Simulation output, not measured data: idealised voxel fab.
Process module heading - voxel tone inversion
Cross-section cut spans 175 nm and uses square cells 5 nm in size.
Format of a cross-section: grid, square cells. Given as bands. Order: top down. Band: one or more rows of cells.
Each band's line starts with the height of the band's top and of its bottom, in nm. Then come its materials from left to right, each with its width in nm. One material with "full width" fills the band from edge to edge. "blank" is empty space.
Basically, 0 is our baseline, since under it the wafer straight out of the box is all one material. The bottom band has no lower end and keeps on going down, so it looks like "from 0 down".
When a width is written as two numbers, as in "30..40", the first number is the width in the top row of cells of the band and the second is the width in its bottom row, and the width changes by the same amount from each row to the next.
You'll sometimes find "nothing was modified" written for a step, and that's the way of saying that nowhere in the cross-section did a cell change during that step.
Enclosed cavity list: empty space of 8 cells or more with no open way to the top, each as width x height at its distance from the left edge, in nm
Read whatever lies past the settings on a step's line as the simulator's own remark about the step.
What "overlay nm" on a step's line means: if the step has a mask, that mask lay this far to the right of its planned place, or, when the value is negative, to the left.

## Here's what the planned process steps look like
1) op RECEIVE | material Si
2) op CONFORMAL_DEP | material SiCN | thk nm 5
3) op DIRECTIONAL_DEP | material aC | thk nm 25
4) op PATTERN | tone cover | mask id POSTS | material resist | width nm 25 | pitch nm 55 | thk nm 35 | overlay nm 0
5) op DIRECTIONAL_ETCH | etch materials aC | depth nm 25
6) op STRIP | etch materials resist
7) op FILL_DEP | material SiO2 | thk nm 5
8) op CMP | height nm 30
9) op STRIP | etch materials aC

## Cross-section of the wafer as it came to us, i.e., already through step 1
    from 0 down | Si full width
    Enclosed cavity list: none

## The module was run from the start shown above using the plan shown above, but one mistake was made doing it; the resulting wafer cross-section is below
    from 30 to 25 | SiO2 full width
    from 25 to 0 | SiO2 20 nm; aC 25 nm; SiO2 30 nm; aC 25 nm; SiO2 30 nm; aC 25 nm; SiO2 20 nm
    from 0 down | Si full width
    Enclosed cavity list: none
Diagnosis: no execution of plan step 2; skipped
